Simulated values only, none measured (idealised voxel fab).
The process module presented herein is designated voxel tone inversion.
cross-section cut | 285 nm wide | cells 5 nm
Cross-section layout: square cells on a grid; listed as bands, top to bottom; a band spans one or more cell rows. Top height, bottom height, nm. Materials left to right, width each, nm. Single material + "all across" = fills band edge to edge. "blank" = empty. Note: height 0 marks the level under which the wafer is uniformly one material as received. Lowest band unbounded below, written "from 0 down". Note: "30->40" means the width goes from the first number (top row of the band) to the second number (bottom row) in equal steps per row of cells. "nothing different" after a step means that no cell of the cross-section changed. Entry "Closed void list". Content: empty spaces with no open connection to the top, size 8 cells or greater. Each: width x height at distance. Distance: from left edge. Unit: nm. Text after the settings on a step's line: the simulator's own remark on that step. Among the settings permitted on a step's line is "overlay nm"; applied to a step with a mask, it specifies the extent to which the mask lay to the right of its planned position, whereas a negative figure signifies a position to the left.
[Planned step list for the process]
1 RECEIVE: material Si
2 CONFORMAL_DEP: material SiN, thk nm 5
3 DIRECTIONAL_DEP: material aC, thk nm 20
4 PATTERN: tone cover, mask id POSTS, material resist, width nm 15, pitch nm 45, thk nm 25, overlay nm 0
5 DIRECTIONAL_ETCH: etch materials aC, depth nm 20
6 STRIP: etch materials resist
7 FILL_DEP: material SiO2, thk nm 10
8 CMP: height nm 25
9 STRIP: etch materials aC
10 CONFORMAL_DEP: material TiN, thk nm 5
11 FILL_DEP: material Ru, thk nm 5
12 CMP: height nm 25
13 CONFORMAL_DEP: material SiCN, thk nm 5
[Cross-section of the wafer upon arrival, representing the state reached after step 1]
  from 0 down: Si all across
  Closed void list: none
[Cross-section taken at module completion on the first of two wafers; processed per the plan]
  from 30 to 25: SiCN all across
  from 25 to 10: SiO2 110 nm, then TiN 5 nm, then Ru 5 nm, then TiN 5 nm, then SiO2 30 nm, then TiN 5 nm, then Ru 5 nm, then TiN 5 nm, then SiO2 115 nm
  from 10 to 5: SiO2 110 nm, then TiN 15 nm, then SiO2 30 nm, then TiN 15 nm, then SiO2 115 nm
  from 5 to 0: SiN all across
  from 0 down: Si all across
  Closed void list: none
[Second wafer of the two, sectioned at the end of the module. It began like the first and followed the same plan, but one mistake was made while running it]
  from 40 to 25: SiCN all across
  from 25 to 10: SiO2 110 nm, then TiN 5 nm, then Ru 5 nm, then TiN 5 nm, then SiO2 30 nm, then TiN 5 nm, then Ru 5 nm, then TiN 5 nm, then SiO2 115 nm
  from 10 to 5: SiO2 110 nm, then TiN 15 nm, then SiO2 30 nm, then TiN 15 nm, then SiO2 115 nm
  from 5 to 0: SiN all across
  from 0 down: Si all across
  Closed void list: none
Where did the run depart from the plan? step 13 ran differently from the plan; actual operation with settings: CONFORMAL_DEP: material SiCN, thk nm 15
Wrapping up, a cell-based count of both wafers puts the second over or under the first for these materials: +114 SiCN
